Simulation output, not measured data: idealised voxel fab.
Process module name: voxel transistor to metal
The width of the displayed cross-section, cut, is 200 nm; its cells are square, with a size of 5 nm.
Cross-section format: a grid of square cells, given as bands from top to bottom; each band is one or more rows of cells.
Heads up on the band format: heights come first, top then bottom, in nm. After that it's the materials left to right, each with its width in nm. A single material flagged "throughout" fills the whole band edge to edge, and "empty" means there's empty space there.
Ref level 0: as-received wafer is one material below here. Bottom band extends down with no lower bound ("top 0, no bottom").
Note: "30..40" means the width goes from the first number (top row of the band) to the second number (bottom row) in equal steps per row of cells.
The cross-section has no changed cell in any step marked "stayed the same".
The entry "Closed void listing" lists the empty spaces that cover at least 8 cells and have no open path to the top. Each is written as width x height at distance, where the distance is measured from the left edge and all three values are in nm.
Read whatever lies past the settings on a step's line as the simulator's own remark about the step.
Regarding "overlay nm": on a step with a mask, it is the distance the mask lay to the right of its planned place; a negative value places it to the left.
PLANNED STEP LIST FOR THE PROCESS
step 1: RECEIVE, material Si
step 2: CONFORMAL_DEP, material SiO2, thk nm 5
step 3: CONFORMAL_DEP, material SiN, thk nm 15
step 4: MASKED_ETCH, tone cover, mask id ACTIVE, width nm 85, etch materials SiN, depth nm 15, overlay nm 0
step 5: MASKED_ETCH, tone cover, mask id ACTIVE, width nm 85, etch materials SiO2, depth nm 5, overlay nm 0
step 6: MASKED_ETCH, tone cover, mask id ACTIVE, width nm 85, etch materials Si, depth nm 25, overlay nm 0
step 7: OXIDIZE, depth nm 5
step 8: FILL_DEP, material SiO2, thk nm 15
step 9: CMP, height nm 20
step 10: SELECTIVE_ETCH, etch materials SiO2, depth nm 10
step 11: STRIP, etch materials SiN
step 12: SELECTIVE_ETCH, etch materials SiO2, depth nm 5
step 13: OXIDIZE, depth nm 5
step 14: DIRECTIONAL_DEP, material polySi, thk nm 30
step 15: DIRECTIONAL_DEP, material SiCN, thk nm 15
step 16: DIRECTIONAL_DEP, material aC, thk nm 10
step 17: PATTERN, tone cover, mask id GATE, material resist, width nm 15, thk nm 25, overlay nm 0
step 18: DIRECTIONAL_ETCH, etch materials aC, depth nm 10
step 19: STRIP, etch materials resist
step 20: DIRECTIONAL_ETCH, etch materials SiCN, depth nm 25
step 21: DIRECTIONAL_ETCH, etch materials polySi, depth nm 40
step 22: STRIP, etch materials aC
step 23: CONFORMAL_DEP, material SiO2, thk nm 5
step 24: DIRECTIONAL_ETCH, etch materials SiO2, depth nm 5
step 25: CONFORMAL_DEP, material SiN, thk nm 10
step 26: DIRECTIONAL_ETCH, etch materials SiN, depth nm 10
step 27: DIRECTIONAL_ETCH, etch materials SiO2, depth nm 5
step 28: DIRECTIONAL_ETCH, etch materials Si, depth nm 15
step 29: EPI, material nSi, thk nm 15
step 30: FILL_DEP, material SiO2, thk nm 5
step 31: CMP, height nm 45
step 32: DIRECTIONAL_DEP, material SiO2, thk nm 10
step 33: DIRECTIONAL_DEP, material aC, thk nm 10
step 34: PATTERN, tone open, mask id CONTACT, material resist, width nm 15, pitch nm 60, thk nm 30, overlay nm 0
step 35: DIRECTIONAL_ETCH, etch materials aC, depth nm 10
step 36: STRIP, etch materials resist
step 37: DIRECTIONAL_ETCH, etch materials SiO2, depth nm 45
step 38: STRIP, etch materials aC
step 39: CONFORMAL_DEP, material TiN, thk nm 5
step 40: FILL_DEP, material W, thk nm 10
step 41: CMP, height nm 55
step 42: CONFORMAL_DEP, material SiCN, thk nm 5
step 43: DIRECTIONAL_DEP, material SiO2, thk nm 15
step 44: PATTERN, tone open, mask id METAL_1, material resist, width nm 15, pitch nm 60, thk nm 15, overlay nm 0
step 45: DIRECTIONAL_ETCH, etch materials SiO2, depth nm 15
step 46: DIRECTIONAL_ETCH, etch materials SiCN, depth nm 5
step 47: STRIP, etch materials resist
step 48: CONFORMAL_DEP, material TiN, thk nm 5
step 49: FILL_DEP, material W, thk nm 10
step 50: CMP, height nm 75
step 51: CONFORMAL_DEP, material SiCN, thk nm 5
step 52: DIRECTIONAL_DEP, material SiO2, thk nm 25
step 53: PATTERN, tone open, mask id METAL_2, material resist, width nm 15, pitch nm 60, thk nm 20, overlay nm 0
step 54: DIRECTIONAL_ETCH, etch materials SiO2, depth nm 15
step 55: STRIP, etch materials resist
step 56: PATTERN, tone open, mask id METAL_2_HOLES, material resist, width nm 15, pitch nm 60, thk nm 20, overlay nm 0
step 57: DIRECTIONAL_ETCH, etch materials SiO2, depth nm 10
step 58: DIRECTIONAL_ETCH, etch materials SiCN, depth nm 5
step 59: STRIP, etch materials resist
step 60: CONFORMAL_DEP, material TiN, thk nm 5
step 61: FILL_DEP, material Ru, thk nm 5
step 62: CMP, height nm 105
step 63: CONFORMAL_DEP, material SiCN, thk nm 5
AS RECEIVED, AFTER STEP 1
    top 0, no bottom = Si throughout
    Closed void listing: none
MODULE COMPLETE - CROSS-SECTION OF THE FIRST OF TWO WAFERS, RUN ACCORDING TO PLAN
    top 110, bottom 105 = SiCN throughout
    top 105, bottom 80 = SiO2: 60, TiN: 5, Ru: 5, TiN: 5, SiO2: 45, TiN: 5, Ru: 5, TiN: 5, SiO2: 65
    top 80, bottom 75 = SiCN: 60, TiN: 15, SiCN: 45, TiN: 15, SiCN: 65
    top 75, bottom 60 = SiO2: 60, TiN: 5, W: 5, TiN: 5, SiO2: 45, TiN: 5, W: 5, TiN: 5, SiO2: 65
    top 60, bottom 55 = SiCN: 60, TiN: 15, SiCN: 45, TiN: 15, SiCN: 65
    top 55, bottom 45 = SiO2: 60, TiN: 5, W: 5, TiN: 5, SiO2: 45, TiN: 5, W: 5, TiN: 5, SiO2: 65
    top 45, bottom 30 = SiO2: 60, TiN: 5, W: 5, TiN: 5, SiN: 10, SiO2: 5, SiCN: 15, SiO2: 5, SiN: 10, TiN: 5, W: 5, TiN: 5, SiO2: 65
    top 30, bottom 15 = SiO2: 60, TiN: 5, W: 5, TiN: 5, SiN: 10, SiO2: 5, polySi: 15, SiO2: 5, SiN: 10, TiN: 5, W: 5, TiN: 5, SiO2: 65
    top 15, bottom 10 = SiO2: 60, TiN: 15, SiN: 10, SiO2: 5, polySi: 15, SiO2: 5, SiN: 10, TiN: 15, SiO2: 65
    top 10, bottom 5 = SiO2: 60, nSi: 15, SiN: 10, SiO2: 5, polySi: 15, SiO2: 5, SiN: 10, nSi: 15, SiO2: 65
    top 5, bottom 0 = SiO2: 55, SiN: 10, nSi: 10, SiN: 10, SiO2: 5, polySi: 15, SiO2: 5, SiN: 10, nSi: 10, SiN: 10, SiO2: 60
    top 0, bottom -5 = SiO2: 65, nSi: 10, SiO2: 45, nSi: 10, SiO2: 70
    top -5, bottom -20 = SiO2: 60, Si: 5, nSi: 10, Si: 45, nSi: 10, Si: 5, SiO2: 65
    top -20, bottom -30 = SiO2: 60, Si: 75, SiO2: 65
    top -30, no bottom = Si throughout
    Closed void listing: none
HERE IS THE SECOND OF THE TWO WAFERS CUT OPEN AT THE END OF THE MODULE - SAME START, SAME PLAN AS THE FIRST ONE, BUT WE MADE ONE MISTAKE RUNNING IT
    top 110, bottom 105 = SiCN throughout
    top 105, bottom 80 = SiO2: 60, TiN: 5, Ru: 5, TiN: 5, SiO2: 45, TiN: 5, Ru: 5, TiN: 5, SiO2: 65
    top 80, bottom 75 = SiCN: 60, TiN: 15, SiCN: 45, TiN: 15, SiCN: 65
    top 75, bottom 60 = SiO2: 60, TiN: 5, W: 5, TiN: 5, SiO2: 45, TiN: 5, W: 5, TiN: 5, SiO2: 65
    top 60, bottom 55 = SiCN: 60, TiN: 15, SiCN: 45, TiN: 15, SiCN: 65
    top 55, bottom 50 = SiO2: 70, TiN: 5, W: 5, TiN: 5, SiO2: 45, TiN: 5, W: 5, TiN: 5, SiO2: 55
    top 50, bottom 45 = SiO2: 70, TiN: 15, SiO2: 45, TiN: 5, W: 5, TiN: 5, SiO2: 55
    top 45, bottom 30 = SiO2: 70, TiN: 5, SiN: 10, SiO2: 5, SiCN: 15, SiO2: 5, SiN: 10, SiO2: 10, TiN: 5, W: 5, TiN: 5, SiO2: 55
    top 30, bottom 15 = SiO2: 70, TiN: 5, SiN: 10, SiO2: 5, polySi: 15, SiO2: 5, SiN: 10, SiO2: 10, TiN: 5, W: 5, TiN: 5, SiO2: 55
    top 15, bottom 10 = SiO2: 70, TiN: 5, SiN: 10, SiO2: 5, polySi: 15, SiO2: 5, SiN: 10, SiO2: 10, TiN: 15, SiO2: 55
    top 10, bottom 5 = SiO2: 60, nSi: 15, SiN: 10, SiO2: 5, polySi: 15, SiO2: 5, SiN: 10, nSi: 15, SiO2: 65
    top 5, bottom 0 = SiO2: 55, SiN: 10, nSi: 10, SiN: 10, SiO2: 5, polySi: 15, SiO2: 5, SiN: 10, nSi: 10, SiN: 10, SiO2: 60
    top 0, bottom -5 = SiO2: 65, nSi: 10, SiO2: 45, nSi: 10, SiO2: 70
    top -5, bottom -20 = SiO2: 60, Si: 5, nSi: 10, Si: 45, nSi: 10, Si: 5, SiO2: 65
    top -20, bottom -30 = SiO2: 60, Si: 75, SiO2: 65
    top -30, no bottom = Si throughout
    Closed void listing: none
Processing error: note that step 34 departed from the planned setting and was carried out as PATTERN, tone open, mask id CONTACT, material resist, width nm 15, pitch nm 60, thk nm 30, overlay nm 10
FYI, end of process, the second wafer has more or fewer cells of some materials than the first: +14 SiO2, -7 TiN, -7 W
